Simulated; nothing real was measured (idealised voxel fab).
The following process module bears the name voxel self aligned vias.
Section shown: cut. Width: 220 nm. Cell size: 5 nm, square.
Heads up, the way a cross-section reads in here is a grid of square cells, handed over as bands from the top down, with every band being one or more rows of cells. First you get the band's top height and its bottom height, in nm, and then the materials it's made of, left to right, with each width in nm. If you see a single material with "full width", that one covers the band edge to edge. "air" is empty space. Where do heights start? At 0: under that level the wafer as delivered is made of one material only. And the lowest band has no floor; it just carries on downward, as in "0 -> down". Width: "30..40" (first number = top row, second number = bottom row, same change from row to row of cells). Where the words "nothing changed" appear for a step, the cross-section shows no cell changed by that step; every cell remained as before. Basically, "Fully sealed cavities" tells you about the enclosed voids: empty spaces with no open way to the top, 8 cells or bigger, each written width x height at distance, where distance is from the left edge, all in nm. That trailing text on a step's line, after the settings, is the simulator's own remark on the step. What "overlay nm" on a step's line means: if the step has a mask, that mask lay this far to the right of its planned place, or, when the value is negative, to the left.

# Process steps (planned)
| 1 | RECEIVE | material Si |
| 2 | CONFORMAL_DEP | material SiO2 | thk nm 15 |
| 3 | CONFORMAL_DEP | material SiCN | thk nm 5 |
| 4 | DIRECTIONAL_DEP | material SiO2 | thk nm 30 |
| 5 | PATTERN | tone open | mask id LINES | material resist | width nm 20 | pitch nm 50 | thk nm 15 | overlay nm 0 |
| 6 | DIRECTIONAL_ETCH | etch materials SiO2 | depth nm 30 |
| 7 | STRIP | etch materials resist |
| 8 | CONFORMAL_DEP | material TiN | thk nm 5 |
| 9 | FILL_DEP | material Ru | thk nm 5 |
| 10 | CMP | height nm 50 |
| 11 | SELECTIVE_ETCH | etch materials W Ru TiN | depth nm 10 |
| 12 | FILL_DEP | material SiN | thk nm 10 |
| 13 | CMP | height nm 50 |
| 14 | DIRECTIONAL_DEP | material SiO2 | thk nm 20 |
| 15 | DIRECTIONAL_DEP | material aC | thk nm 10 |
| 16 | PATTERN | tone open | mask id VIAS | material resist | width nm 30 | thk nm 30 | overlay nm 0 |
| 17 | DIRECTIONAL_ETCH | etch materials aC | depth nm 10 |
| 18 | STRIP | etch materials resist |
| 19 | DIRECTIONAL_ETCH | etch materials SiO2 | depth nm 20 |
| 20 | DIRECTIONAL_ETCH | etch materials SiN | depth nm 10 |
| 21 | STRIP | etch materials aC |
| 22 | CONFORMAL_DEP | material TiN | thk nm 5 |
| 23 | FILL_DEP | material Ru | thk nm 5 |
| 24 | CMP | height nm 70 |
| 25 | CONFORMAL_DEP | material SiCN | thk nm 5 |

# Cross-section, incoming material, after step 1
> 0 -> down  Si full width
> Fully sealed cavities: none

# Wafer at module end, in section. Began as above, planned as above, run with one mistake
> 75 -> 70  SiCN full width
> 70 -> 55  70 SiO2, 5 TiN, 20 Ru, 5 TiN, 120 SiO2
> 55 -> 50  70 SiO2, 20 TiN, 5 Ru, 5 TiN, 120 SiO2
> 50 -> 45  85 SiO2, 5 TiN, 5 Ru, 5 TiN, 5 SiN, 30 SiO2, 20 SiN, 65 SiO2
> 45 -> 40  85 SiO2, 15 TiN, 5 SiN, 30 SiO2, 20 SiN, 65 SiO2
> 40 -> 25  85 SiO2, 5 TiN, 10 Ru, 5 TiN, 30 SiO2, 5 TiN, 10 Ru, 5 TiN, 65 SiO2
> 25 -> 20  85 SiO2, 20 TiN, 30 SiO2, 20 TiN, 65 SiO2
> 20 -> 15  SiCN full width
> 15 -> 0  SiO2 full width
> 0 -> down  Si full width
> Fully sealed cavities: none
Where did the run depart from the plan? step 5: run off-plan, actual operation and settings PATTERN | tone open | mask id LINES | material resist | width nm 20 | pitch nm 50 | thk nm 15 | overlay nm 10
